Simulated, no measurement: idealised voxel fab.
voxel air gaps: a process module
Xsec cut, 235 nm wide, square cell size 5 nm.
Throughout this document, each cross-section is represented as a grid of square cells and is presented as a sequence of bands enumerated from the top downward, where a band comprises one or more rows of cells.
A band entry consists of two parts. The first gives the height of the band's top and the height of its bottom, in nm. The rest lists the band's materials from left to right, each with its width in nm. A single material labelled with the word "all across" fills the band from edge to edge, and the word "air" marks empty space.
Heights are expressed relative to 0, this being the level below which the as-received wafer comprises one material exclusively. The lowest band is unbounded in the downward direction and is denoted as in "0 -> down".
Graded width ("30 to 40"): value in top row of band = first number; value in bottom row = second number; row-to-row change constant.
It should be understood that the words "no alterations made", when stated for a given step, signify that the cross-section underwent no change in any of its cells during that step.
Sealed void inventory: empty space of 8 cells or more with no open way to the top, each as width x height at its distance from the left edge, in nm
Step line, after settings: the simulator's comment on this step.
The "overlay nm" setting may appear on a step's line; for a step that uses a mask, it gives how far to the right of its planned position the mask lay, and a negative value indicates the left.

Planned process steps
1: RECEIVE with material Si
2: CONFORMAL_DEP with material SiO2, thk nm 15
3: CONFORMAL_DEP with material SiCN, thk nm 5
4: DIRECTIONAL_DEP with material lowk, thk nm 30
5: PATTERN with tone open, mask id LINES, material resist, width nm 20, pitch nm 50, thk nm 15, overlay nm 0
6: DIRECTIONAL_ETCH with etch materials lowk, depth nm 30
7: STRIP with etch materials resist
8: CONFORMAL_DEP with material TiN, thk nm 5
9: FILL_DEP with material W, thk nm 5
10: CMP with height nm 50
11: EPI with material Ru, thk nm 10
12: SELECTIVE_ETCH with etch materials lowk, depth nm 40
13: CONFORMAL_DEP with material SiCN, thk nm 5

Wafer as received: cross-section following step 1
0 -> down = Si all across
Sealed void inventory: none

First wafer of two, sectioned at end of module; run went per plan
65 -> 60 = 40 of air | 150 of SiCN | 45 of air
60 -> 50 = 40 of air | 5 of SiCN | 40 of Ru | 10 of SiCN | 40 of Ru | 10 of SiCN | 40 of Ru | 5 of SiCN | 45 of air
50 -> 45 = 40 of air | 15 of SiCN | 5 of TiN | 10 of W | 5 of TiN | 30 of SiCN | 5 of TiN | 10 of W | 5 of TiN | 30 of SiCN | 5 of TiN | 10 of W | 5 of TiN | 15 of SiCN | 45 of air
45 -> 25 = 50 of air | 5 of SiCN | 5 of TiN | 10 of W | 5 of TiN | 5 of SiCN | 20 of air | 5 of SiCN | 5 of TiN | 10 of W | 5 of TiN | 5 of SiCN | 20 of air | 5 of SiCN | 5 of TiN | 10 of W | 5 of TiN | 5 of SiCN | 55 of air
25 -> 20 = 55 of SiCN | 20 of TiN | 30 of SiCN | 20 of TiN | 30 of SiCN | 20 of TiN | 60 of SiCN
20 -> 15 = SiCN all across
15 -> 0 = SiO2 all across
0 -> down = Si all across
Sealed void inventory: 20 x 20 at 80; 20 x 20 at 130

Wafer two, end of module, cross-section. Same start, same plan as wafer one. One mistake in the run
75 -> 70 = 30 of air | 170 of SiCN | 35 of air
70 -> 50 = 30 of air | 5 of SiCN | 160 of Ru | 5 of SiCN | 35 of air
50 -> 45 = 30 of air | 25 of SiCN | 5 of TiN | 10 of W | 5 of TiN | 30 of lowk | 5 of TiN | 10 of W | 5 of TiN | 30 of lowk | 5 of TiN | 10 of W | 5 of TiN | 25 of SiCN | 35 of air
45 -> 25 = 50 of air | 5 of SiCN | 5 of TiN | 10 of W | 5 of TiN | 30 of lowk | 5 of TiN | 10 of W | 5 of TiN | 30 of lowk | 5 of TiN | 10 of W | 5 of TiN | 5 of SiCN | 55 of air
25 -> 20 = 55 of SiCN | 20 of TiN | 30 of lowk | 20 of TiN | 30 of lowk | 20 of TiN | 60 of SiCN
20 -> 15 = SiCN all across
15 -> 0 = SiO2 all across
0 -> down = Si all across
Sealed void inventory: none
In executing the process, a mistake was made relative to the plan: plan step 11 ran twice
Wrapping up, a cell-based count of both wafers puts the second over or under the first for these materials: 80 more of Ru; 36 fewer of SiCN; 72 more of lowk
Closed void count at end of process - first wafer: 2; second wafer: 0.
